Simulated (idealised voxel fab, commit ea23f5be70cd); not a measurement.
The name of this process module is voxel gate over fins.
Cross-section cut: width 180 nm, square cells of 5 nm.
When this document writes out a cross-section, it uses a grid of square cells and lists it as bands, beginning at the top and moving down, with a band standing for one or more rows of cells. Per band: top height and bottom height in nm, followed by the left-to-right materials and their widths in nm; "all across" marks a single material spanning edge to edge, "air" marks empty space. Ref level 0: as-received wafer is one material below here. Bottom band extends down with no lower bound ("top 0, no bottom"). Width: "30 to 40" (first number = top row, second number = bottom row, same change from row to row of cells). You'll sometimes find "remained unchanged" written for a step, and that's the way of saying that nowhere in the cross-section did a cell change during that step. "Enclosed internal voids" lists enclosed empty spaces (at least 8 cells, no open path upward to the top), each as width x height at distance from the left edge, in nm. Post-settings text on a step line: simulator's own remark regarding the step. On any step carrying a mask, the "overlay nm" setting, if present on the step's line, tells how far right of its planned place the mask lay; negative values point to the left.
Process steps foreseen in the plan
1 RECEIVE: material Si
2 CONFORMAL_DEP: material SiN, thk nm 5
3 MASKED_ETCH: tone cover, mask id FINS, width nm 15, pitch nm 55, etch materials SiN, depth nm 5, overlay nm 0
4 MASKED_ETCH: tone cover, mask id FINS, width nm 15, pitch nm 55, etch materials Si, depth nm 35, overlay nm 0
5 FILL_DEP: material SiO2, thk nm 15
6 CMP: height nm 5
7 MASKED_ETCH: tone open, mask id RAIL, width nm 15, etch materials SiO2, depth nm 35, overlay nm 0
8 CONFORMAL_DEP: material TiN, thk nm 5
9 FILL_DEP: material Ru, thk nm 5
10 CMP: height nm 5
11 SELECTIVE_ETCH: etch materials W Ru TiN, depth nm 20
12 FILL_DEP: material SiO2, thk nm 5
13 CMP: height nm 5
14 SELECTIVE_ETCH: etch materials SiO2, depth nm 15
15 STRIP: etch materials SiN
16 CONFORMAL_DEP: material HfO2, thk nm 5
17 CONFORMAL_DEP: material TiN, thk nm 5
18 FILL_DEP: material W, thk nm 10
19 CMP: height nm 15
20 CONFORMAL_DEP: material SiCN, thk nm 10
Here's what the wafer looked like in cross-section when it arrived - that's after step 1
- top 0, no bottom | Si all across
- Enclosed internal voids: none
The plan above was carried out on the starting structure above with one mistake, and this cross-section shows the wafer at the end of the module
- top 25, bottom 15 | SiCN all across
- top 15, bottom 5 | W all across
- top 5, bottom 0 | W 20 nm, TiN 25 nm, W 30 nm, TiN 25 nm, W 30 nm, TiN 25 nm, W 25 nm
- top 0, bottom -5 | W 20 nm, TiN 5 nm, Si 15 nm, TiN 5 nm, W 30 nm, TiN 5 nm, Si 15 nm, TiN 5 nm, W 30 nm, TiN 5 nm, Si 15 nm, TiN 5 nm, W 25 nm
- top -5, bottom -10 | TiN 25 nm, Si 15 nm, TiN 40 nm, Si 15 nm, TiN 40 nm, Si 15 nm, TiN 30 nm
- top -10, bottom -15 | SiO2 25 nm, Si 15 nm, SiO2 40 nm, Si 15 nm, SiO2 40 nm, Si 15 nm, SiO2 30 nm
- top -15, bottom -25 | SiO2 25 nm, Si 15 nm, SiO2 10 nm, TiN 5 nm, Ru 5 nm, TiN 5 nm, SiO2 15 nm, Si 15 nm, SiO2 40 nm, Si 15 nm, SiO2 30 nm
- top -25, bottom -30 | SiO2 25 nm, Si 15 nm, SiO2 10 nm, TiN 15 nm, SiO2 15 nm, Si 15 nm, SiO2 40 nm, Si 15 nm, SiO2 30 nm
- top -30, bottom -35 | SiO2 25 nm, Si 15 nm, SiO2 40 nm, Si 15 nm, SiO2 40 nm, Si 15 nm, SiO2 30 nm
- top -35, no bottom | Si all across
- Enclosed internal voids: none
Where did the run depart from the plan? execution of step 16 of the plan did not take place, the step having been omitted
